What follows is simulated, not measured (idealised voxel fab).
process module | voxel transistor to metal
cross-section cut | 195 nm wide | cells 5 nm
A cross-section is a grid of square cells, given in bands from the top down. A band is one or more rows of cells.
Each band's line starts with the height of the band's top and of its bottom, in nm. Then come its materials from left to right, each with its width in nm. One material with "throughout" fills the band from edge to edge. "air" is empty space.
Height 0 is the level under which the wafer as received is all one material. The lowest band goes on downwards, as in "0 down".
A width such as "30 to 40" changes by the same amount from each row of cells to the next, from the band's top row to its bottom row.
"no change" after a step means that no cell of the cross-section changed.
closed voids: empty space of 8 cells or more with no open way to the top, each as width x height at its distance from the left edge, in nm
after a step's settings: what the simulator itself notes on the step
overlay nm, on a step with a mask: how far to the right of its planned place the mask lay; to the left if negative
plan
1 op RECEIVE | material Si
2 op CONFORMAL_DEP | material SiO2 | thk nm 5
3 op CONFORMAL_DEP | material SiN | thk nm 10
4 op PATTERN | tone cover | mask id ACTIVE | material resist | width nm 110 | thk nm 20 | overlay nm 0
5 op DIRECTIONAL_ETCH | etch materials SiN | depth nm 10
6 op DIRECTIONAL_ETCH | etch materials SiO2 | depth nm 5
7 op DIRECTIONAL_ETCH | etch materials Si | depth nm 20
8 op STRIP | etch materials resist
9 op FILL_DEP | material SiO2 | thk nm 5
10 op CMP | height nm 15
11 op SELECTIVE_ETCH | etch materials SiO2 | depth nm 5
12 op STRIP | etch materials SiN
13 op SELECTIVE_ETCH | etch materials SiO2 | depth nm 5
14 op OXIDIZE | depth nm 5
15 op DIRECTIONAL_DEP | material polySi | thk nm 20
16 op DIRECTIONAL_DEP | material SiCN | thk nm 15
17 op MASKED_ETCH | tone cover | mask id GATE | width nm 30 | etch materials SiCN | depth nm 25 | overlay nm 0
18 op MASKED_ETCH | tone cover | mask id GATE | width nm 30 | etch materials polySi | depth nm 30 | overlay nm 0
19 op CONFORMAL_DEP | material SiN | thk nm 5
20 op DIRECTIONAL_ETCH | etch materials SiN | depth nm 5
21 op DIRECTIONAL_ETCH | etch materials SiO2 | depth nm 5
22 op EPI | material nSi | thk nm 5
23 op FILL_DEP | material SiO2 | thk nm 10
24 op CMP | height nm 20
25 op STRIP | etch materials polySi
26 op SELECTIVE_ETCH | etch materials SiO2 | depth nm 5
27 op CONFORMAL_DEP | material HfO2 | thk nm 5
28 op CONFORMAL_DEP | material TiN | thk nm 5
29 op FILL_DEP | material W | thk nm 5
30 op CMP | height nm 15
31 op DIRECTIONAL_DEP | material SiO2 | thk nm 15
32 op DIRECTIONAL_DEP | material aC | thk nm 15
33 op PATTERN | tone open | mask id CONTACT | material resist | width nm 15 | pitch nm 75 | thk nm 35 | overlay nm 0
34 op DIRECTIONAL_ETCH | etch materials aC | depth nm 15
35 op STRIP | etch materials resist
36 op DIRECTIONAL_ETCH | etch materials SiO2 | depth nm 30
37 op STRIP | etch materials aC
38 op CONFORMAL_DEP | material TiN | thk nm 5
39 op FILL_DEP | material Ru | thk nm 10
40 op CMP | height nm 30
41 op DIRECTIONAL_DEP | material TiN | thk nm 5
42 op DIRECTIONAL_DEP | material Ru | thk nm 20
43 op MASKED_ETCH | tone cover | mask id METAL_1 | width nm 15 | pitch nm 75 | etch materials Ru | depth nm 20 | overlay nm 0
44 op MASKED_ETCH | tone cover | mask id METAL_1 | width nm 15 | pitch nm 75 | etch materials TiN | depth nm 5 | overlay nm 0
45 op FILL_DEP | material lowk | thk nm 5
46 op CMP | height nm 55
47 op CONFORMAL_DEP | material SiCN | thk nm 5
48 op DIRECTIONAL_DEP | material lowk | thk nm 35
49 op DIRECTIONAL_DEP | material aC | thk nm 15
50 op PATTERN | tone open | mask id METAL_2 | material resist | width nm 15 | pitch nm 75 | thk nm 35 | overlay nm 0
51 op DIRECTIONAL_ETCH | etch materials aC | depth nm 15
52 op STRIP | etch materials resist
53 op DIRECTIONAL_ETCH | etch materials lowk | depth nm 20
54 op STRIP | etch materials aC
55 op DIRECTIONAL_DEP | material aC | thk nm 15
56 op PATTERN | tone open | mask id METAL_2_HOLES | material resist | width nm 15 | pitch nm 75 | thk nm 35 | overlay nm 0
57 op DIRECTIONAL_ETCH | etch materials aC | depth nm 15
58 op STRIP | etch materials resist
59 op DIRECTIONAL_ETCH | etch materials lowk | depth nm 15
60 op DIRECTIONAL_ETCH | etch materials SiCN | depth nm 5
61 op STRIP | etch materials aC
62 op CONFORMAL_DEP | material TiN | thk nm 5
63 op FILL_DEP | material Ru | thk nm 5
64 op CMP | height nm 95
65 op CONFORMAL_DEP | material SiN | thk nm 5
as received, after step 1
  0 down: Si throughout
  closed voids: none
first wafer at the end, as planned
  100 to 95: SiN throughout
  95 to 60: lowk 50 | TiN 5 | Ru 5 | TiN 5 | lowk 60 | TiN 5 | Ru 5 | TiN 5 | lowk 55
  60 to 55: SiCN 50 | TiN 15 | SiCN 60 | TiN 15 | SiCN 55
  55 to 35: lowk 50 | Ru 15 | lowk 60 | Ru 15 | lowk 55
  35 to 30: lowk 50 | TiN 15 | lowk 60 | TiN 15 | lowk 55
  30 to 15: SiO2 50 | TiN 5 | Ru 5 | TiN 5 | SiO2 60 | TiN 5 | Ru 5 | TiN 5 | SiO2 55
  15 to 5: SiO2 50 | TiN 5 | Ru 5 | TiN 5 | SiO2 10 | SiN 5 | HfO2 5 | TiN 5 | W 10 | TiN 5 | HfO2 5 | SiN 5 | SiO2 10 | TiN 5 | Ru 5 | TiN 5 | SiO2 55
  5 to 0: SiO2 35 | SiN 5 | SiO2 10 | TiN 15 | SiO2 10 | SiN 5 | HfO2 5 | TiN 20 | HfO2 5 | SiN 5 | SiO2 10 | TiN 15 | SiO2 10 | SiN 5 | SiO2 40
  0 to -5: SiO2 40 | nSi 35 | HfO2 40 | nSi 35 | SiO2 45
  -5 to -20: SiO2 40 | Si 110 | SiO2 45
  -20 down: Si throughout
  closed voids: none
second wafer at the end: like start, like plan, one mistake
  100 to 95: SiN throughout
  95 to 60: lowk 50 | TiN 5 | Ru 5 | TiN 5 | lowk 60 | TiN 5 | Ru 5 | TiN 5 | lowk 55
  60 to 55: SiCN 50 | TiN 15 | SiCN 60 | TiN 15 | SiCN 55
  55 to 35: lowk 50 | Ru 15 | lowk 60 | Ru 15 | lowk 55
  35 to 30: lowk 50 | TiN 15 | lowk 60 | TiN 15 | lowk 55
  30 to 15: SiO2 45 | TiN 5 | Ru 5 | TiN 5 | SiO2 60 | TiN 5 | Ru 5 | TiN 5 | SiO2 60
  15 to 5: SiO2 45 | TiN 5 | Ru 5 | TiN 5 | SiO2 15 | SiN 5 | HfO2 5 | TiN 5 | W 10 | TiN 5 | HfO2 5 | SiN 5 | SiO2 5 | TiN 5 | Ru 5 | TiN 5 | SiO2 60
  5 to 0: SiO2 35 | SiN 5 | SiO2 5 | TiN 15 | SiO2 15 | SiN 5 | HfO2 5 | TiN 20 | HfO2 5 | SiN 5 | SiO2 5 | TiN 15 | SiO2 15 | SiN 5 | SiO2 40
  0 to -5: SiO2 40 | nSi 35 | HfO2 40 | nSi 35 | SiO2 45
  -5 to -20: SiO2 40 | Si 110 | SiO2 45
  -20 down: Si throughout
  closed voids: none
what went wrong: step 33 ran as: op PATTERN | tone open | mask id CONTACT | material resist | width nm 15 | pitch nm 75 | thk nm 35 | overlay nm -5
at the end the second wafer has, in cells: as many of each material as the first, in other places
